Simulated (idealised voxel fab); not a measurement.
The following is a process module called voxel double patterning.
Each square cell in cross-section cut measures 5 nm, and the section as a whole is 240 nm wide.
Cross-section layout: square cells on a grid; listed as bands, top to bottom; a band spans one or more cell rows.
Top, bottom (nm), then materials left to right with widths (nm); lone material tagged "all across" fills the whole band edge to edge; "empty" = empty space.
Beneath 0, the wafer as received is one material, and that level is where height counting begins. The lowest band goes on downward without a bottom; it is written like "0 nm and below".
It should be noted that a width expressed as "30->40" varies in equal increments from row to row of cells within the band, taking the value of the first number at the top row and that of the second number at the bottom row.
"all unchanged" means the step left every cell of the cross-section as it was.
"Trapped void list" lists enclosed empty spaces (at least 8 cells, no open path upward to the top), each as width x height at distance from the left edge, in nm.
What comes after the settings on a step's line is commentary from the simulator itself on that step.
overlay nm: right-of-plan distance of the mask on a masked step; negative values mean left-of-plan.
**The process steps that were planned are listed below**
step 1: RECEIVE with material Si
step 2: CONFORMAL_DEP with material SiO2, thk nm 5
step 3: DIRECTIONAL_DEP with material polySi, thk nm 15
step 4: DIRECTIONAL_DEP with material SiCN, thk nm 5
step 5: MASKED_ETCH with tone open, mask id FIRST, width nm 15, pitch nm 50, etch materials SiCN, depth nm 5, overlay nm 0
step 6: DIRECTIONAL_DEP with material aC, thk nm 10
step 7: PATTERN with tone open, mask id SECOND, material resist, width nm 15, pitch nm 50, thk nm 25, overlay nm 0
step 8: DIRECTIONAL_ETCH with etch materials aC, depth nm 10
step 9: STRIP with etch materials resist
step 10: DIRECTIONAL_ETCH with etch materials SiCN, depth nm 5
step 11: STRIP with etch materials aC
step 12: DIRECTIONAL_ETCH with etch materials polySi, depth nm 15
step 13: STRIP with etch materials SiCN
**Wafer as received: cross-section following step 1**
	0 nm and below = Si all across
	Trapped void list: none
**first wafer at the end, as planned**
	20 nm to 5 nm = polySi (60)  empty (15)  polySi (10)  empty (15)  polySi (10)  empty (15)  polySi (10)  empty (15)  polySi (10)  empty (15)  polySi (65)
	5 nm to 0 nm = SiO2 all across
	0 nm and below = Si all across
	Trapped void list: none
**The second wafer, shown in cross-section after the module: started the same way as the first and given the same plan, yet one mistake crept into how it was run**
	15 nm to 5 nm = polySi (60)  empty (15)  polySi (10)  empty (15)  polySi (10)  empty (15)  polySi (10)  empty (15)  polySi (10)  empty (15)  polySi (65)
	5 nm to 0 nm = SiO2 all across
	0 nm and below = Si all across
	Trapped void list: none
What was done differently from what was planned? note that step 3 departed from the planned setting and was carried out as DIRECTIONAL_DEP with material polySi, thk nm 10
Final comparison by cell count, materials where the second wafer has more or fewer than the first: polySi: 33 fewer
